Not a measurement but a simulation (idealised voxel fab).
Process module under the name voxel self aligned vias
We display cut, a cross-section 285 nm in width whose square cells are each 5 nm.
In what follows, cross-sections appear as grids of square cells, described through bands that run from the top down, where every band is one or more rows of cells.
The band entry comprises the height of the band's top followed by the height of its bottom, expressed in nm, and subsequently the band's materials from left to right, each stated together with its width in nm. Where a single material is marked with the word "full width", that material fills the band from edge to edge. The word "blank" represents empty space.
Height reference: 0 = level under which incoming wafer is all one material. Lowest band: no bottom, runs on downward, e.g. "0 and below".
The width entry "30..40" should be interpreted row by row: the top row of cells in the band takes the first number, the bottom row takes the second number, and the change between adjacent rows is uniform throughout.
"remains unaltered" for a step: no cell of the cross-section changed in that step.
"Internal closed voids": empty spaces of 8 cells or more with no open way to the top, each given as width x height at distance, distance from the left edge, all in nm.
Read whatever lies past the settings on a step's line as the simulator's own remark about the step.
overlay nm: how far to the right of its planned place the mask lay on this masked step (negative: to the left).
-- List of planned process steps
1. RECEIVE,material Si
2. CONFORMAL_DEP,material SiO2,thk nm 15
3. CONFORMAL_DEP,material SiCN,thk nm 5
4. DIRECTIONAL_DEP,material SiO2,thk nm 20
5. PATTERN,tone open,mask id LINES,material resist,width nm 20,pitch nm 45,thk nm 15,overlay nm 0
6. DIRECTIONAL_ETCH,etch materials SiO2,depth nm 20
7. STRIP,etch materials resist
8. CONFORMAL_DEP,material TiN,thk nm 5
9. FILL_DEP,material W,thk nm 5
10. CMP,height nm 40
11. SELECTIVE_ETCH,etch materials W Ru TiN,depth nm 5
12. FILL_DEP,material SiN,thk nm 10
13. CMP,height nm 40
14. DIRECTIONAL_DEP,material SiO2,thk nm 15
15. DIRECTIONAL_DEP,material aC,thk nm 15
16. PATTERN,tone open,mask id VIAS,material resist,width nm 30,thk nm 30,overlay nm 0
17. DIRECTIONAL_ETCH,etch materials aC,depth nm 15
18. STRIP,etch materials resist
19. DIRECTIONAL_ETCH,etch materials SiO2,depth nm 15
20. DIRECTIONAL_ETCH,etch materials SiN,depth nm 5
21. STRIP,etch materials aC
22. CONFORMAL_DEP,material TiN,thk nm 5
23. FILL_DEP,material W,thk nm 5
24. CMP,height nm 55
25. CONFORMAL_DEP,material SiN,thk nm 5
-- As received (post step 1): cross-section
  0 and below: Si full width
  Internal closed voids: none
-- The first of two wafers, cross-sectioned at the end of the module, with the run proceeding as planned
  60 down to 55: SiN full width
  55 down to 45: SiO2: 105 / TiN: 5 / W: 20 / TiN: 5 / SiO2: 150
  45 down to 40: SiO2: 105 / TiN: 10 / W: 10 / TiN: 10 / SiO2: 150
  40 down to 35: SiO2: 110 / TiN: 20 / SiO2: 25 / SiN: 20 / SiO2: 110
  35 down to 25: SiO2: 110 / TiN: 5 / W: 10 / TiN: 5 / SiO2: 25 / TiN: 5 / W: 10 / TiN: 5 / SiO2: 110
  25 down to 20: SiO2: 110 / TiN: 20 / SiO2: 25 / TiN: 20 / SiO2: 110
  20 down to 15: SiCN full width
  15 down to 0: SiO2 full width
  0 and below: Si full width
  Internal closed voids: none
-- Cross-section of the latter of the two wafers at module completion. It had an identical start and an identical plan to the former; in running it, one mistake was made
  60 down to 55: SiN full width
  55 down to 50: TiN: 110 / W: 20 / TiN: 155
  50 down to 40: SiO2: 105 / TiN: 5 / W: 20 / TiN: 5 / SiO2: 150
  40 down to 35: SiO2: 105 / TiN: 30 / SiO2: 150
  35 down to 25: SiO2: 110 / TiN: 5 / W: 10 / TiN: 5 / SiO2: 25 / TiN: 5 / W: 10 / TiN: 5 / SiO2: 110
  25 down to 20: SiO2: 110 / TiN: 20 / SiO2: 25 / TiN: 20 / SiO2: 110
  20 down to 15: SiCN full width
  15 down to 0: SiO2 full width
  0 and below: Si full width
  Internal closed voids: none
Short version of what went wrong: for step 13, the planned setting was not used; the step was instead run as CMP,height nm 35
The closing comparison, in cells, has the second wafer with more or fewer of some materials than the first: 4 fewer of SiN; 49 fewer of SiO2; 51 more of TiN; 2 more of W
